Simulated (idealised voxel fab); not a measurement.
This section sets out a process module, namely voxel ribs on slabs.
Pictured: cross-section cut, 140 nm wide, on a grid of 5 nm square cells.
We lay out every cross-section as a grid of square cells and spell it out in bands from the top down, where one band means one or more rows of cells.
Each band's line starts with the height of the band's top and of its bottom, in nm. Then come its materials from left to right, each with its width in nm. One material with "everywhere" fills the band from edge to edge. "empty" is empty space.
Height reference: 0 = level under which incoming wafer is all one material. Lowest band: no bottom, runs on downward, e.g. "0..down".
Per-row width for "30->40": begins at first number (top row of band), ends at second number (bottom row), increment between rows held constant.
For the purposes of this document, the phrase "nothing changed" attached to a step denotes that no cell within the cross-section was modified by that step.
"Enclosed void listing" - sealed voids, min. 8 cells, no opening to top; format: width x height at distance (distance from left edge; nm throughout).
Past the settings on a step's line: simulator remark, on that step.
overlay nm, on a step with a mask: how far to the right of its planned place the mask lay; to the left if negative

-- The planned process steps are enumerated hereunder
1,RECEIVE | material Si
2,DIRECTIONAL_DEP | material SiO2 | thk nm 30
3,DIRECTIONAL_DEP | material SiN | thk nm 20
4,MASKED_ETCH | tone cover | mask id RIB | width nm 20 | etch materials SiN | depth nm 5 | overlay nm 0
5,PATTERN | tone cover | mask id SLAB | material resist | width nm 50 | thk nm 15 | overlay nm 0
6,DIRECTIONAL_ETCH | etch materials SiN | depth nm 15
7,STRIP | etch materials resist
8,FILL_DEP | material SiO2 | thk nm 25
9,CMP | height nm 65
10,DIRECTIONAL_DEP | material W | thk nm 10
11,DIRECTIONAL_DEP | material aC | thk nm 15
12,PATTERN | tone cover | mask id HEATER | material resist | width nm 30 | thk nm 35 | overlay nm 0
13,DIRECTIONAL_ETCH | etch materials aC | depth nm 15
14,STRIP | etch materials resist
15,DIRECTIONAL_ETCH | etch materials W | depth nm 10
16,STRIP | etch materials aC
17,CONFORMAL_DEP | material SiN | thk nm 5

-- The first wafer of two, processed as planned

-- Cross-section of the wafer upon arrival, representing the state reached after step 1
- 0..down | Si everywhere
- Enclosed void listing: none

-- You're looking at a cross-section of the wafer after step 2
- 30..0 | SiO2 everywhere
- Below 0 it's all the same as before, nothing changed down there.

-- You're looking at a cross-section of the wafer after step 3
- 50..30 | SiN everywhere
- Below 30 it's all the same as before, nothing changed down there.

-- You're looking at a cross-section of the wafer after step 4
- 50..45 | empty: 60  SiN: 20  empty: 60
- Below 45 it's all the same as before, nothing changed down there.

-- You're looking at a cross-section of the wafer after step 5
- 65..50 | empty: 45  resist: 50  empty: 45
- 50..45 | empty: 45  resist: 15  SiN: 20  resist: 15  empty: 45
- Below 45 it's all the same as before, nothing changed down there.

-- You're looking at a cross-section of the wafer after step 6
- 65..50 | empty: 45  resist: 50  empty: 45
- 50..45 | empty: 45  resist: 15  SiN: 20  resist: 15  empty: 45
- 45..30 | empty: 45  SiN: 50  empty: 45
- Below 30 it's all the same as before, nothing changed down there.

-- You're looking at a cross-section of the wafer after step 7
- 50..45 | empty: 60  SiN: 20  empty: 60
- Below 45 it's all the same as before, nothing changed down there.

-- You're looking at a cross-section of the wafer after step 8
- 75..50 | SiO2 everywhere
- 50..45 | SiO2: 60  SiN: 20  SiO2: 60
- 45..30 | SiO2: 45  SiN: 50  SiO2: 45
- Below 30 it's all the same as before, nothing changed down there.

-- You're looking at a cross-section of the wafer after step 9
- 65..50 | SiO2 everywhere
- Below 50 it's all the same as before, nothing changed down there.

-- You're looking at a cross-section of the wafer after step 10
- 75..65 | W everywhere
- Below 65 it's all the same as before, nothing changed down there.

-- You're looking at a cross-section of the wafer after step 11
- 90..75 | aC everywhere
- Below 75 it's all the same as before, nothing changed down there.

-- You're looking at a cross-section of the wafer after step 12
- 125..90 | empty: 55  resist: 30  empty: 55
- Below 90 it's all the same as before, nothing changed down there.

-- You're looking at a cross-section of the wafer after step 13
- 110..90 | empty: 55  resist: 30  empty: 55
- 90..75 | empty: 55  aC: 30  empty: 55
- Below 75 it's all the same as before, nothing changed down there.

-- You're looking at a cross-section of the wafer after step 14
- 90..75 | empty: 55  aC: 30  empty: 55
- Below 75 it's all the same as before, nothing changed down there.

-- You're looking at a cross-section of the wafer after step 15
- 90..75 | empty: 55  aC: 30  empty: 55
- 75..65 | empty: 55  W: 30  empty: 55
- Below 65 it's all the same as before, nothing changed down there.

-- You're looking at a cross-section of the wafer after step 16
- 75..65 | empty: 55  W: 30  empty: 55
- Below 65 it's all the same as before, nothing changed down there.

-- You're looking at a cross-section of the wafer after step 17
- 80..75 | empty: 50  SiN: 40  empty: 50
- 75..70 | empty: 50  SiN: 5  W: 30  SiN: 5  empty: 50
- 70..65 | SiN: 55  W: 30  SiN: 55
- Below 65 it's all the same as before, nothing changed down there.

-- Regarding the second of the two wafers: it shared the first wafer's starting condition and process plan, yet one error occurred during its execution. Its history coincides with that of the first wafer up to and including step 3

-- Second wafer, sectioned view, at step 4's planned end time
- 50..45 | empty: 50  SiN: 20  empty: 70
- Below 45 it's all the same as before, nothing changed down there.

-- Second wafer, sectioned view, at step 5's planned end time
- 65..50 | empty: 45  resist: 50  empty: 45
- 50..45 | empty: 45  resist: 5  SiN: 20  resist: 25  empty: 45
- Below 45 it's all the same as before, nothing changed down there.

-- Second wafer, sectioned view, at step 6's planned end time
- 65..50 | empty: 45  resist: 50  empty: 45
- 50..45 | empty: 45  resist: 5  SiN: 20  resist: 25  empty: 45
- 45..30 | empty: 45  SiN: 50  empty: 45
- Below 30 it's all the same as before, nothing changed down there.

-- Second wafer, sectioned view, at step 7's planned end time
- 50..45 | empty: 50  SiN: 20  empty: 70
- Below 45 it's all the same as before, nothing changed down there.

-- Second wafer, sectioned view, at step 8's planned end time
- 75..50 | SiO2 everywhere
- 50..45 | SiO2: 50  SiN: 20  SiO2: 70
- 45..30 | SiO2: 45  SiN: 50  SiO2: 45
- Below 30 it's all the same as before, nothing changed down there.

-- Second wafer, sectioned view, at step 9's planned end time
- 65..50 | SiO2 everywhere
- Below 50 it's all the same as before, nothing changed down there.

-- Second wafer, sectioned view, at step 10's planned end time
- 75..65 | W everywhere
- Below 65 it's all the same as before, nothing changed down there.

-- Second wafer, sectioned view, at step 11's planned end time
- 90..75 | aC everywhere
- Below 75 it's all the same as before, nothing changed down there.

-- Second wafer, sectioned view, at step 12's planned end time
- 125..90 | empty: 55  resist: 30  empty: 55
- Below 90 it's all the same as before, nothing changed down there.

-- Second wafer, sectioned view, at step 13's planned end time
- 110..90 | empty: 55  resist: 30  empty: 55
- 90..75 | empty: 55  aC: 30  empty: 55
- Below 75 it's all the same as before, nothing changed down there.

-- Second wafer, sectioned view, at step 14's planned end time
- 90..75 | empty: 55  aC: 30  empty: 55
- Below 75 it's all the same as before, nothing changed down there.

-- Second wafer, sectioned view, at step 15's planned end time
- 90..75 | empty: 55  aC: 30  empty: 55
- 75..65 | empty: 55  W: 30  empty: 55
- Below 65 it's all the same as before, nothing changed down there.

-- Second wafer, sectioned view, at step 16's planned end time
- 75..65 | empty: 55  W: 30  empty: 55
- Below 65 it's all the same as before, nothing changed down there.

-- Second wafer, sectioned view, at step 17's planned end time
- 80..75 | empty: 50  SiN: 40  empty: 50
- 75..70 | empty: 50  SiN: 5  W: 30  SiN: 5  empty: 50
- 70..65 | SiN: 55  W: 30  SiN: 55
- Below 65 it's all the same as before, nothing changed down there.
It is concluded that the wafer was processed incorrectly with respect to the plan, in that step 4 was run on a setting that differed from the plan, and what really ran there is MASKED_ETCH | tone cover | mask id RIB | width nm 20 | etch materials SiN | depth nm 5 | overlay nm -10
Final state: per-material cell counts identical on both wafers; locations differ.
